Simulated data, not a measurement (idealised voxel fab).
The process module presented herein is designated voxel self aligned vias.
The cross-section on display is named cut; it measures 220 nm wide, and its cells are 5 nm squares.
Cross-section = grid of square cells, listed top down in bands; band = one or more rows. Look at the band entry: it leads with the top's height and the bottom's height in nm. Then it lists the materials left to right, with a width in nm for each. The word "throughout" on a single material says that material fills the band edge to edge. The word "air" is empty space. Heights from 0 (as-received wafer is one material below). Bottom band endless downward, as "0 down". The two numbers in a width such as "30 to 40" mark its ends across the band: the first belongs to the top row of cells, the second to the bottom row, and from each row to the next the width moves by the same amount. It should be understood that the words "identical to before", when stated for a given step, signify that the cross-section underwent no change in any of its cells during that step. "Unvented cavities": sealed empty spaces, 8 cells or more, no open way to top, listed width x height at distance, with distance from the left edge and width, height and distance in nm. It should be noted that, on the line of a given step, the content following the step's settings is a remark produced by the simulator itself with respect to that step. Among the settings permitted on a step's line is "overlay nm"; applied to a step with a mask, it specifies the extent to which the mask lay to the right of its planned position, whereas a negative figure signifies a position to the left.

# Process steps - plan
step 1: RECEIVE | material Si
step 2: CONFORMAL_DEP | material SiO2 | thk nm 10
step 3: CONFORMAL_DEP | material SiCN | thk nm 5
step 4: DIRECTIONAL_DEP | material SiO2 | thk nm 20
step 5: MASKED_ETCH | tone open | mask id LINES | width nm 25 | pitch nm 65 | etch materials SiO2 | depth nm 20 | overlay nm 0
step 6: CONFORMAL_DEP | material TiN | thk nm 5
step 7: FILL_DEP | material W | thk nm 10
step 8: CMP | height nm 35
step 9: SELECTIVE_ETCH | etch materials W Ru TiN | depth nm 5
step 10: FILL_DEP | material SiN | thk nm 5
step 11: CMP | height nm 35
step 12: DIRECTIONAL_DEP | material SiO2 | thk nm 15
step 13: MASKED_ETCH | tone open | mask id VIAS | width nm 35 | etch materials SiO2 | depth nm 15 | overlay nm 0
step 14: MASKED_ETCH | tone open | mask id VIAS | width nm 35 | etch materials SiN | depth nm 5 | overlay nm 0
step 15: CONFORMAL_DEP | material TiN | thk nm 5
step 16: FILL_DEP | material Cu | thk nm 5
step 17: CMP | height nm 50
step 18: CONFORMAL_DEP | material SiCN | thk nm 5

# Cross-section of the wafer at receipt, which is the condition after step 1
0 down = Si throughout
Unvented cavities: none

# Below is the wafer in cross-section after the module was completed. It began from the starting point shown above and followed the plan shown above, except that one mistake was made while running it
55 to 50 = SiCN throughout
50 to 40 = SiO2 (60); TiN (5); Cu (30); TiN (5); SiO2 (120)
40 to 35 = SiO2 (60); TiN (10); Cu (15); TiN (15); SiO2 (120)
35 to 30 = SiO2 (65); TiN (25); SiO2 (40); SiN (25); SiO2 (65)
30 to 20 = SiO2 (65); TiN (5); W (15); TiN (5); SiO2 (40); TiN (5); W (15); TiN (5); SiO2 (65)
20 to 15 = SiO2 (65); TiN (25); SiO2 (40); TiN (25); SiO2 (65)
15 to 10 = SiCN throughout
10 to 0 = SiO2 throughout
0 down = Si throughout
Unvented cavities: none
Short version of what went wrong: the process deviated at step 13: the operation and settings actually run there were MASKED_ETCH | tone open | mask id VIAS | width nm 40 | etch materials SiO2 | depth nm 15 | overlay nm 0
